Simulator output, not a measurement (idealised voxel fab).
process module | voxel transistor to metal
cross-section cut | 185 nm wide | cells 5 nm
A cross-section is a grid of square cells, given in bands from the top down. A band is one or more rows of cells.
Each band's line starts with the height of the band's top and of its bottom, in nm. Then come its materials from left to right, each with its width in nm. One material with "throughout" fills the band from edge to edge. "air" is empty space.
Height 0 is the level under which the wafer as received is all one material. The lowest band goes on downwards, as in "0 down".
A width such as "30 to 40" changes by the same amount from each row of cells to the next, from the band's top row to its bottom row.
"no change" after a step means that no cell of the cross-section changed.
closed voids: empty space of 8 cells or more with no open way to the top, each as width x height at its distance from the left edge, in nm
after a step's settings: what the simulator itself notes on the step
overlay nm, on a step with a mask: how far to the right of its planned place the mask lay; to the left if negative
plan
1 op RECEIVE | material Si
2 op CONFORMAL_DEP | material SiO2 | thk nm 5
3 op CONFORMAL_DEP | material SiN | thk nm 10
4 op MASKED_ETCH | tone cover | mask id ACTIVE | width nm 110 | etch materials SiN | depth nm 10 | overlay nm 0
5 op MASKED_ETCH | tone cover | mask id ACTIVE | width nm 110 | etch materials SiO2 | depth nm 5 | overlay nm 0
6 op MASKED_ETCH | tone cover | mask id ACTIVE | width nm 110 | etch materials Si | depth nm 35 | overlay nm 0
7 op OXIDIZE | depth nm 5
8 op FILL_DEP | material SiO2 | thk nm 10
9 op CMP | height nm 15
10 op SELECTIVE_ETCH | etch materials SiO2 | depth nm 10
11 op STRIP | etch materials SiN
12 op SELECTIVE_ETCH | etch materials SiO2 | depth nm 5
13 op OXIDIZE | depth nm 5
14 op DIRECTIONAL_DEP | material polySi | thk nm 30
15 op DIRECTIONAL_DEP | material SiCN | thk nm 10
16 op MASKED_ETCH | tone cover | mask id GATE | width nm 30 | etch materials SiCN | depth nm 20 | overlay nm 0
17 op MASKED_ETCH | tone cover | mask id GATE | width nm 30 | etch materials polySi | depth nm 40 | overlay nm 0
18 op CONFORMAL_DEP | material SiN | thk nm 10
19 op DIRECTIONAL_ETCH | etch materials SiN | depth nm 10
20 op DIRECTIONAL_ETCH | etch materials SiO2 | depth nm 5
21 op DIRECTIONAL_ETCH | etch materials Si | depth nm 10
22 op EPI | material pSi | thk nm 10
23 op FILL_DEP | material SiO2 | thk nm 5
24 op CMP | height nm 30
25 op STRIP | etch materials polySi
26 op SELECTIVE_ETCH | etch materials SiO2 | depth nm 5
27 op CONFORMAL_DEP | material HfO2 | thk nm 5
28 op CONFORMAL_DEP | material TiN | thk nm 5
29 op FILL_DEP | material W | thk nm 5
30 op CMP | height nm 25
31 op DIRECTIONAL_DEP | material SiO2 | thk nm 10
32 op MASKED_ETCH | tone open | mask id CONTACT | width nm 20 | pitch nm 80 | etch materials SiO2 | depth nm 40 | overlay nm 0
33 op CONFORMAL_DEP | material TiN | thk nm 5
34 op FILL_DEP | material Ru | thk nm 5
35 op CMP | height nm 35
36 op DIRECTIONAL_DEP | material TiN | thk nm 5
37 op DIRECTIONAL_DEP | material Ru | thk nm 15
38 op PATTERN | tone cover | mask id METAL_1 | material resist | width nm 20 | pitch nm 80 | thk nm 15 | overlay nm 0
39 op DIRECTIONAL_ETCH | etch materials Ru | depth nm 15
40 op DIRECTIONAL_ETCH | etch materials TiN | depth nm 5
41 op STRIP | etch materials resist
42 op CONFORMAL_DEP | material SiCN | thk nm 5
43 op FILL_DEP | material lowk | thk nm 10
44 op CMP | height nm 55
45 op CONFORMAL_DEP | material SiCN | thk nm 5
46 op DIRECTIONAL_DEP | material SiO2 | thk nm 25
47 op DIRECTIONAL_DEP | material aC | thk nm 15
48 op PATTERN | tone open | mask id METAL_2_HOLES | material resist | width nm 15 | pitch nm 80 | thk nm 30 | overlay nm 0
49 op DIRECTIONAL_ETCH | etch materials aC | depth nm 15
50 op STRIP | etch materials resist
51 op DIRECTIONAL_ETCH | etch materials SiO2 | depth nm 25
52 op STRIP | etch materials aC
53 op DIRECTIONAL_DEP | material aC | thk nm 10
54 op PATTERN | tone open | mask id METAL_2 | material resist | width nm 20 | pitch nm 80 | thk nm 30 | overlay nm 0
55 op DIRECTIONAL_ETCH | etch materials aC | depth nm 10
56 op STRIP | etch materials resist
57 op DIRECTIONAL_ETCH | etch materials SiO2 | depth nm 15
58 op DIRECTIONAL_ETCH | etch materials SiCN | depth nm 5
59 op STRIP | etch materials aC
60 op CONFORMAL_DEP | material TiN | thk nm 5
61 op FILL_DEP | material Cu | thk nm 5
62 op CMP | height nm 85
63 op CONFORMAL_DEP | material SiN | thk nm 5
first wafer, as planned
as received, after step 1
  0 down: Si throughout
  closed voids: none
after step 2
  5 to 0: SiO2 throughout
  below 0: unchanged
after step 3
  15 to 5: SiN throughout
  below 5: unchanged
after step 4
  15 to 5: air 35 | SiN 110 | air 40
  below 5: unchanged
after step 5
  15 to 5: air 35 | SiN 110 | air 40
  5 to 0: air 35 | SiO2 110 | air 40
  below 0: unchanged
after step 6
  15 to 5: air 35 | SiN 110 | air 40
  5 to 0: air 35 | SiO2 110 | air 40
  0 to -35: air 35 | Si 110 | air 40
  below -35: unchanged
after step 7
  15 to 5: air 35 | SiN 110 | air 40
  5 to 0: air 35 | SiO2 110 | air 40
  0 to -35: air 35 | SiO2 5 | Si 100 | SiO2 5 | air 40
  -35 to -40: SiO2 40 | Si 100 | SiO2 45
  below -40: unchanged
after step 8
  25 to 15: SiO2 throughout
  15 to 5: SiO2 35 | SiN 110 | SiO2 40
  5 to 0: SiO2 throughout
  0 to -40: SiO2 40 | Si 100 | SiO2 45
  below -40: unchanged
after step 9
  15 to 5: SiO2 35 | SiN 110 | SiO2 40
  below 5: unchanged
after step 10
  15 to 5: air 35 | SiN 110 | air 40
  below 5: unchanged
after step 11
  5 to 0: SiO2 throughout
  below 0: unchanged
after step 12
  0 to -40: SiO2 40 | Si 100 | SiO2 45
  below -40: unchanged
after step 13
  0 to -5: SiO2 throughout
  below -5: unchanged
after step 14
  30 to 0: polySi throughout
  below 0: unchanged
after step 15
  40 to 30: SiCN throughout
  below 30: unchanged
after step 16
  40 to 30: air 75 | SiCN 30 | air 80
  below 30: unchanged
after step 17
  40 to 30: air 75 | SiCN 30 | air 80
  30 to 0: air 75 | polySi 30 | air 80
  below 0: unchanged
after step 18
  50 to 40: air 65 | SiN 50 | air 70
  40 to 30: air 65 | SiN 10 | SiCN 30 | SiN 10 | air 70
  30 to 10: air 65 | SiN 10 | polySi 30 | SiN 10 | air 70
  10 to 0: SiN 75 | polySi 30 | SiN 80
  below 0: unchanged
after step 19
  40 to 30: air 65 | SiN 10 | SiCN 30 | SiN 10 | air 70
  30 to 0: air 65 | SiN 10 | polySi 30 | SiN 10 | air 70
  below 0: unchanged
after step 20
  40 to 30: air 65 | SiN 10 | SiCN 30 | SiN 10 | air 70
  30 to 0: air 65 | SiN 10 | polySi 30 | SiN 10 | air 70
  0 to -5: air 65 | SiO2 50 | air 70
  below -5: unchanged
after step 21
  40 to 30: air 65 | SiN 10 | SiCN 30 | SiN 10 | air 70
  30 to 0: air 65 | SiN 10 | polySi 30 | SiN 10 | air 70
  0 to -5: air 65 | SiO2 50 | air 70
  -5 to -15: SiO2 40 | air 25 | Si 50 | air 25 | SiO2 45
  below -15: unchanged
after step 22
  40 to 30: air 65 | SiN 10 | SiCN 30 | SiN 10 | air 70
  30 to 5: air 65 | SiN 10 | polySi 30 | SiN 10 | air 70
  5 to 0: air 55 | pSi 10 | SiN 10 | polySi 30 | SiN 10 | pSi 10 | air 60
  0 to -5: air 55 | pSi 10 | SiO2 50 | pSi 10 | air 60
  -5 to -15: SiO2 40 | pSi 25 | Si 50 | pSi 25 | SiO2 45
  below -15: unchanged
after step 23
  45 to 40: SiO2 throughout
  40 to 30: SiO2 65 | SiN 10 | SiCN 30 | SiN 10 | SiO2 70
  30 to 5: SiO2 65 | SiN 10 | polySi 30 | SiN 10 | SiO2 70
  5 to 0: SiO2 55 | pSi 10 | SiN 10 | polySi 30 | SiN 10 | pSi 10 | SiO2 60
  0 to -5: SiO2 55 | pSi 10 | SiO2 50 | pSi 10 | SiO2 60
  below -5: unchanged
after step 24
  30 to 5: SiO2 65 | SiN 10 | polySi 30 | SiN 10 | SiO2 70
  below 5: unchanged
after step 25
  30 to 5: SiO2 65 | SiN 10 | air 30 | SiN 10 | SiO2 70
  5 to 0: SiO2 55 | pSi 10 | SiN 10 | air 30 | SiN 10 | pSi 10 | SiO2 60
  below 0: unchanged
after step 26
  30 to 25: air 65 | SiN 10 | air 30 | SiN 10 | air 70
  25 to 5: SiO2 65 | SiN 10 | air 30 | SiN 10 | SiO2 70
  5 to 0: SiO2 55 | pSi 10 | SiN 10 | air 30 | SiN 10 | pSi 10 | SiO2 60
  0 to -5: SiO2 55 | pSi 10 | SiO2 5 | air 40 | SiO2 5 | pSi 10 | SiO2 60
  below -5: unchanged
after step 27
  35 to 30: air 60 | HfO2 20 | air 20 | HfO2 20 | air 65
  30 to 25: HfO2 65 | SiN 10 | HfO2 5 | air 20 | HfO2 5 | SiN 10 | HfO2 70
  25 to 5: SiO2 65 | SiN 10 | HfO2 5 | air 20 | HfO2 5 | SiN 10 | SiO2 70
  5 to 0: SiO2 55 | pSi 10 | SiN 10 | HfO2 5 | air 20 | HfO2 5 | SiN 10 | pSi 10 | SiO2 60
  0 to -5: SiO2 55 | pSi 10 | SiO2 5 | HfO2 40 | SiO2 5 | pSi 10 | SiO2 60
  below -5: unchanged
after step 28
  40 to 35: air 55 | TiN 30 | air 10 | TiN 30 | air 60
  35 to 30: TiN 60 | HfO2 20 | TiN 5 | air 10 | TiN 5 | HfO2 20 | TiN 65
  30 to 25: HfO2 65 | SiN 10 | HfO2 5 | TiN 5 | air 10 | TiN 5 | HfO2 5 | SiN 10 | HfO2 70
  25 to 5: SiO2 65 | SiN 10 | HfO2 5 | TiN 5 | air 10 | TiN 5 | HfO2 5 | SiN 10 | SiO2 70
  5 to 0: SiO2 55 | pSi 10 | SiN 10 | HfO2 5 | TiN 20 | HfO2 5 | SiN 10 | pSi 10 | SiO2 60
  below 0: unchanged
after step 29
  45 to 40: W throughout
  40 to 35: W 55 | TiN 30 | W 10 | TiN 30 | W 60
  35 to 30: TiN 60 | HfO2 20 | TiN 5 | W 10 | TiN 5 | HfO2 20 | TiN 65
  30 to 25: HfO2 65 | SiN 10 | HfO2 5 | TiN 5 | W 10 | TiN 5 | HfO2 5 | SiN 10 | HfO2 70
  25 to 5: SiO2 65 | SiN 10 | HfO2 5 | TiN 5 | W 10 | TiN 5 | HfO2 5 | SiN 10 | SiO2 70
  below 5: unchanged
after step 30
  25 to 5: SiO2 65 | SiN 10 | HfO2 5 | TiN 5 | W 10 | TiN 5 | HfO2 5 | SiN 10 | SiO2 70
  below 5: unchanged
after step 31
  35 to 25: SiO2 throughout
  below 25: unchanged
after step 32
  35 to 25: SiO2 40 | air 20 | SiO2 60 | air 20 | SiO2 45
  25 to 5: SiO2 40 | air 20 | SiO2 5 | SiN 10 | HfO2 5 | TiN 5 | W 10 | TiN 5 | HfO2 5 | SiN 10 | SiO2 5 | air 20 | SiO2 45
  5 to 0: SiO2 40 | air 15 | pSi 10 | SiN 10 | HfO2 5 | TiN 20 | HfO2 5 | SiN 10 | pSi 10 | air 15 | SiO2 45
  0 to -5: SiO2 40 | air 15 | pSi 10 | SiO2 5 | HfO2 40 | SiO2 5 | pSi 10 | air 15 | SiO2 45
  below -5: unchanged
after step 33
  40 to 35: TiN 45 | air 10 | TiN 70 | air 10 | TiN 50
  35 to 25: SiO2 40 | TiN 5 | air 10 | TiN 5 | SiO2 60 | TiN 5 | air 10 | TiN 5 | SiO2 45
  25 to 10: SiO2 40 | TiN 5 | air 10 | TiN 5 | SiO2 5 | SiN 10 | HfO2 5 | TiN 5 | W 10 | TiN 5 | HfO2 5 | SiN 10 | SiO2 5 | TiN 5 | air 10 | TiN 5 | SiO2 45
  10 to 5: SiO2 40 | TiN 5 | air 5 | TiN 10 | SiO2 5 | SiN 10 | HfO2 5 | TiN 5 | W 10 | TiN 5 | HfO2 5 | SiN 10 | SiO2 5 | TiN 10 | air 5 | TiN 5 | SiO2 45
  5 to 0: SiO2 40 | TiN 5 | air 5 | TiN 5 | pSi 10 | SiN 10 | HfO2 5 | TiN 20 | HfO2 5 | SiN 10 | pSi 10 | TiN 5 | air 5 | TiN 5 | SiO2 45
  0 to -5: SiO2 40 | TiN 15 | pSi 10 | SiO2 5 | HfO2 40 | SiO2 5 | pSi 10 | TiN 15 | SiO2 45
  below -5: unchanged
after step 34
  45 to 40: Ru throughout
  40 to 35: TiN 45 | Ru 10 | TiN 70 | Ru 10 | TiN 50
  35 to 25: SiO2 40 | TiN 5 | Ru 10 | TiN 5 | SiO2 60 | TiN 5 | Ru 10 | TiN 5 | SiO2 45
  25 to 10: SiO2 40 | TiN 5 | Ru 10 | TiN 5 | SiO2 5 | SiN 10 | HfO2 5 | TiN 5 | W 10 | TiN 5 | HfO2 5 | SiN 10 | SiO2 5 | TiN 5 | Ru 10 | TiN 5 | SiO2 45
  10 to 5: SiO2 40 | TiN 5 | Ru 5 | TiN 10 | SiO2 5 | SiN 10 | HfO2 5 | TiN 5 | W 10 | TiN 5 | HfO2 5 | SiN 10 | SiO2 5 | TiN 10 | Ru 5 | TiN 5 | SiO2 45
  5 to 0: SiO2 40 | TiN 5 | Ru 5 | TiN 5 | pSi 10 | SiN 10 | HfO2 5 | TiN 20 | HfO2 5 | SiN 10 | pSi 10 | TiN 5 | Ru 5 | TiN 5 | SiO2 45
  below 0: unchanged
after step 35
  35 to 25: SiO2 40 | TiN 5 | Ru 10 | TiN 5 | SiO2 60 | TiN 5 | Ru 10 | TiN 5 | SiO2 45
  below 25: unchanged
after step 36
  40 to 35: TiN throughout
  below 35: unchanged
after step 37
  55 to 40: Ru throughout
  below 40: unchanged
after step 38
  70 to 55: air 40 | resist 20 | air 60 | resist 20 | air 45
  below 55: unchanged
after step 39
  70 to 55: air 40 | resist 20 | air 60 | resist 20 | air 45
  55 to 40: air 40 | Ru 20 | air 60 | Ru 20 | air 45
  below 40: unchanged
after step 40
  70 to 55: air 40 | resist 20 | air 60 | resist 20 | air 45
  55 to 40: air 40 | Ru 20 | air 60 | Ru 20 | air 45
  40 to 35: air 40 | TiN 20 | air 60 | TiN 20 | air 45
  below 35: unchanged
after step 41
  55 to 40: air 40 | Ru 20 | air 60 | Ru 20 | air 45
  below 40: unchanged
after step 42
  60 to 55: air 35 | SiCN 30 | air 50 | SiCN 30 | air 40
  55 to 40: air 35 | SiCN 5 | Ru 20 | SiCN 5 | air 50 | SiCN 5 | Ru 20 | SiCN 5 | air 40
  40 to 35: SiCN 40 | TiN 20 | SiCN 60 | TiN 20 | SiCN 45
  below 35: unchanged
after step 43
  70 to 60: lowk throughout
  60 to 55: lowk 35 | SiCN 30 | lowk 50 | SiCN 30 | lowk 40
  55 to 40: lowk 35 | SiCN 5 | Ru 20 | SiCN 5 | lowk 50 | SiCN 5 | Ru 20 | SiCN 5 | lowk 40
  below 40: unchanged
after step 44
  55 to 40: lowk 35 | SiCN 5 | Ru 20 | SiCN 5 | lowk 50 | SiCN 5 | Ru 20 | SiCN 5 | lowk 40
  below 40: unchanged
after step 45
  60 to 55: SiCN throughout
  below 55: unchanged
after step 46
  85 to 60: SiO2 throughout
  below 60: unchanged
after step 47
  100 to 85: aC throughout
  below 85: unchanged
after step 48
  130 to 100: resist 40 | air 15 | resist 65 | air 15 | resist 50
  below 100: unchanged
after step 49
  115 to 100: resist 40 | air 15 | resist 65 | air 15 | resist 50
  100 to 85: aC 40 | air 15 | aC 65 | air 15 | aC 50
  below 85: unchanged
after step 50
  100 to 85: aC 40 | air 15 | aC 65 | air 15 | aC 50
  below 85: unchanged
after step 51
  100 to 85: aC 40 | air 15 | aC 65 | air 15 | aC 50
  85 to 60: SiO2 40 | air 15 | SiO2 65 | air 15 | SiO2 50
  below 60: unchanged
after step 52
  85 to 60: SiO2 40 | air 15 | SiO2 65 | air 15 | SiO2 50
  below 60: unchanged
after step 53
  95 to 85: aC 40 | air 15 | aC 65 | air 15 | aC 50
  85 to 70: SiO2 40 | air 15 | SiO2 65 | air 15 | SiO2 50
  70 to 60: SiO2 40 | aC 15 | SiO2 65 | aC 15 | SiO2 50
  below 60: unchanged
after step 54
  125 to 95: resist 40 | air 20 | resist 60 | air 20 | resist 45
  below 95: unchanged
after step 55
  115 to 95: resist 40 | air 20 | resist 60 | air 20 | resist 45
  95 to 85: aC 40 | air 20 | aC 60 | air 20 | aC 45
  85 to 60: SiO2 40 | air 15 | SiO2 65 | air 15 | SiO2 50
  below 60: unchanged
after step 56
  95 to 85: aC 40 | air 20 | aC 60 | air 20 | aC 45
  below 85: unchanged
after step 57
  95 to 85: aC 40 | air 20 | aC 60 | air 20 | aC 45
  85 to 70: SiO2 40 | air 20 | SiO2 60 | air 20 | SiO2 45
  below 70: unchanged
after step 58
  95 to 85: aC 40 | air 20 | aC 60 | air 20 | aC 45
  85 to 70: SiO2 40 | air 20 | SiO2 60 | air 20 | SiO2 45
  70 to 60: SiO2 40 | air 15 | SiO2 65 | air 15 | SiO2 50
  60 to 55: SiCN 40 | air 15 | SiCN 65 | air 15 | SiCN 50
  below 55: unchanged
after step 59
  85 to 70: SiO2 40 | air 20 | SiO2 60 | air 20 | SiO2 45
  below 70: unchanged
after step 60
  90 to 85: TiN 45 | air 10 | TiN 70 | air 10 | TiN 50
  85 to 75: SiO2 40 | TiN 5 | air 10 | TiN 5 | SiO2 60 | TiN 5 | air 10 | TiN 5 | SiO2 45
  75 to 70: SiO2 40 | TiN 5 | air 5 | TiN 10 | SiO2 60 | TiN 5 | air 5 | TiN 10 | SiO2 45
  70 to 60: SiO2 40 | TiN 5 | air 5 | TiN 5 | SiO2 65 | TiN 5 | air 5 | TiN 5 | SiO2 50
  60 to 55: SiCN 40 | TiN 15 | SiCN 65 | TiN 15 | SiCN 50
  below 55: unchanged
after step 61
  95 to 90: Cu throughout
  90 to 85: TiN 45 | Cu 10 | TiN 70 | Cu 10 | TiN 50
  85 to 75: SiO2 40 | TiN 5 | Cu 10 | TiN 5 | SiO2 60 | TiN 5 | Cu 10 | TiN 5 | SiO2 45
  75 to 70: SiO2 40 | TiN 5 | Cu 5 | TiN 10 | SiO2 60 | TiN 5 | Cu 5 | TiN 10 | SiO2 45
  70 to 60: SiO2 40 | TiN 5 | Cu 5 | TiN 5 | SiO2 65 | TiN 5 | Cu 5 | TiN 5 | SiO2 50
  below 60: unchanged
after step 62
  85 to 75: SiO2 40 | TiN 5 | Cu 10 | TiN 5 | SiO2 60 | TiN 5 | Cu 10 | TiN 5 | SiO2 45
  below 75: unchanged
after step 63
  90 to 85: SiN throughout
  below 85: unchanged
second wafer: like start, like plan, one mistake. Through step 44 it matches the first wafer
when step 45 should have ended
  80 to 55: SiO2 throughout
  below 55: unchanged
when step 46 should have ended
  85 to 80: SiCN throughout
  below 80: unchanged
when step 47 should have ended
  100 to 85: aC throughout
  below 85: unchanged
when step 48 should have ended
  130 to 100: resist 40 | air 15 | resist 65 | air 15 | resist 50
  below 100: unchanged
when step 49 should have ended
  115 to 100: resist 40 | air 15 | resist 65 | air 15 | resist 50
  100 to 85: aC 40 | air 15 | aC 65 | air 15 | aC 50
  below 85: unchanged
when step 50 should have ended
  100 to 85: aC 40 | air 15 | aC 65 | air 15 | aC 50
  below 85: unchanged
when step 51 should have ended: no change
when step 52 should have ended
  85 to 80: SiCN throughout
  below 80: unchanged
when step 53 should have ended
  95 to 85: aC throughout
  below 85: unchanged
when step 54 should have ended
  125 to 95: resist 40 | air 20 | resist 60 | air 20 | resist 45
  below 95: unchanged
when step 55 should have ended
  115 to 95: resist 40 | air 20 | resist 60 | air 20 | resist 45
  95 to 85: aC 40 | air 20 | aC 60 | air 20 | aC 45
  below 85: unchanged
when step 56 should have ended
  95 to 85: aC 40 | air 20 | aC 60 | air 20 | aC 45
  below 85: unchanged
when step 57 should have ended: no change
when step 58 should have ended
  95 to 85: aC 40 | air 20 | aC 60 | air 20 | aC 45
  85 to 80: SiCN 40 | air 20 | SiCN 60 | air 20 | SiCN 45
  below 80: unchanged
when step 59 should have ended
  85 to 80: SiCN 40 | air 20 | SiCN 60 | air 20 | SiCN 45
  below 80: unchanged
when step 60 should have ended
  90 to 85: TiN 45 | air 10 | TiN 70 | air 10 | TiN 50
  85 to 80: SiCN 40 | TiN 20 | SiCN 60 | TiN 20 | SiCN 45
  below 80: unchanged
when step 61 should have ended
  95 to 90: Cu throughout
  90 to 85: TiN 45 | Cu 10 | TiN 70 | Cu 10 | TiN 50
  below 85: unchanged
when step 62 should have ended
  85 to 80: SiCN 40 | TiN 20 | SiCN 60 | TiN 20 | SiCN 45
  below 80: unchanged
when step 63 should have ended
  90 to 85: SiN throughout
  below 85: unchanged
what went wrong: steps 45 and 46 were swapped
at the end the second wafer has, in cells: 14 fewer of Cu | 2 fewer of SiCN | 36 more of SiO2 | 20 fewer of TiN
